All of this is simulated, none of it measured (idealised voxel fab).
Presented below is a process module, voxel tone inversion.
Section shown: cut. Width: 190 nm. Cell size: 5 nm, square.
Cross-section, as written here: a square-cell grid given band by band from the top down, where a band holds one or more rows of cells. Top height, bottom height, nm. Materials left to right, width each, nm. Single material + "throughout" = fills band edge to edge. "air" = empty. Height datum 0, below which the as-received substrate wafer is one material. Lowest band open at the bottom, running downward: "0 and below". Width "30->40": first value at the band's top row of cells, second value at its bottom row, equal change from row to row. When a step is marked "no alterations made", none of the cells in the cross-section changed during that step. Closed empty spaces: empty space of 8 cells or more with no open way to the top, each as width x height at its distance from the left edge, in nm. Step line, after settings: the simulator's comment on this step. Regarding "overlay nm": on a step with a mask, it is the distance the mask lay to the right of its planned place; a negative value places it to the left.
Here's what the planned process steps look like:
| 1 | RECEIVE (material Si) |
| 2 | CONFORMAL_DEP (material SiN; thk nm 5) |
| 3 | DIRECTIONAL_DEP (material aC; thk nm 20) |
| 4 | PATTERN (tone cover; mask id POSTS; material resist; width nm 25; pitch nm 50; thk nm 30; overlay nm 0) |
| 5 | DIRECTIONAL_ETCH (etch materials aC; depth nm 20) |
| 6 | STRIP (etch materials resist) |
| 7 | FILL_DEP (material lowk; thk nm 10) |
| 8 | CMP (height nm 25) |
| 9 | STRIP (etch materials aC) |
| 10 | CONFORMAL_DEP (material TiN; thk nm 5) |
| 11 | FILL_DEP (material W; thk nm 10) |
| 12 | CMP (height nm 25) |
| 13 | CONFORMAL_DEP (material SiCN; thk nm 5) |
On the first of the two wafers: run conducted according to plan:
Wafer at receipt (post step 1), cross-section:
* 0 and below = Si throughout
* Closed empty spaces: none
Step 2 complete: cross-section through the wafer:
* 5 down to 0 = SiN throughout
* Nothing below the height 0 has changed.
Step 3 complete: cross-section through the wafer:
* 25 down to 5 = aC throughout
* Nothing below the height 5 has changed.
Step 4 complete: cross-section through the wafer:
* 55 down to 25 = air (55) / resist (25) / air (25) / resist (25) / air (60)
* Nothing below the height 25 has changed.
Step 5 complete: cross-section through the wafer:
* 35 down to 25 = air (55) / resist (25) / air (25) / resist (25) / air (60)
* 25 down to 5 = air (55) / aC (25) / air (25) / aC (25) / air (60)
* Nothing below the height 5 has changed.
Step 6 complete: cross-section through the wafer:
* 25 down to 5 = air (55) / aC (25) / air (25) / aC (25) / air (60)
* Nothing below the height 5 has changed.
Step 7 complete: cross-section through the wafer:
* 35 down to 25 = lowk throughout
* 25 down to 5 = lowk (55) / aC (25) / lowk (25) / aC (25) / lowk (60)
* Nothing below the height 5 has changed.
Step 8 complete: cross-section through the wafer:
* 25 down to 5 = lowk (55) / aC (25) / lowk (25) / aC (25) / lowk (60)
* Nothing below the height 5 has changed.
Step 9 complete: cross-section through the wafer:
* 25 down to 5 = lowk (55) / air (25) / lowk (25) / air (25) / lowk (60)
* Nothing below the height 5 has changed.
Step 10 complete: cross-section through the wafer:
* 30 down to 25 = TiN (60) / air (15) / TiN (35) / air (15) / TiN (65)
* 25 down to 10 = lowk (55) / TiN (5) / air (15) / TiN (5) / lowk (25) / TiN (5) / air (15) / TiN (5) / lowk (60)
* 10 down to 5 = lowk (55) / TiN (25) / lowk (25) / TiN (25) / lowk (60)
* Nothing below the height 5 has changed.
Step 11 complete: cross-section through the wafer:
* 40 down to 30 = W throughout
* 30 down to 25 = TiN (60) / W (15) / TiN (35) / W (15) / TiN (65)
* 25 down to 10 = lowk (55) / TiN (5) / W (15) / TiN (5) / lowk (25) / TiN (5) / W (15) / TiN (5) / lowk (60)
* Nothing below the height 10 has changed.
Step 12 complete: cross-section through the wafer:
* 25 down to 10 = lowk (55) / TiN (5) / W (15) / TiN (5) / lowk (25) / TiN (5) / W (15) / TiN (5) / lowk (60)
* Nothing below the height 10 has changed.
Step 13 complete: cross-section through the wafer:
* 30 down to 25 = SiCN throughout
* Nothing below the height 25 has changed.
Wafer two. Same start, same plan, one slip in execution. Same as wafer one through step 12, inclusive:
What the second wafer looks like in cross-section when step 13 should have wrapped up:
* 30 down to 25 = W throughout
* Nothing below the height 25 has changed.
The plan and the run diverged here: step 13 ran with different settings than intended, the actual operation and settings being CONFORMAL_DEP (material W; thk nm 5)
Materials where the second wafer ends with more or fewer cells than the first: -38 SiCN | +38 W
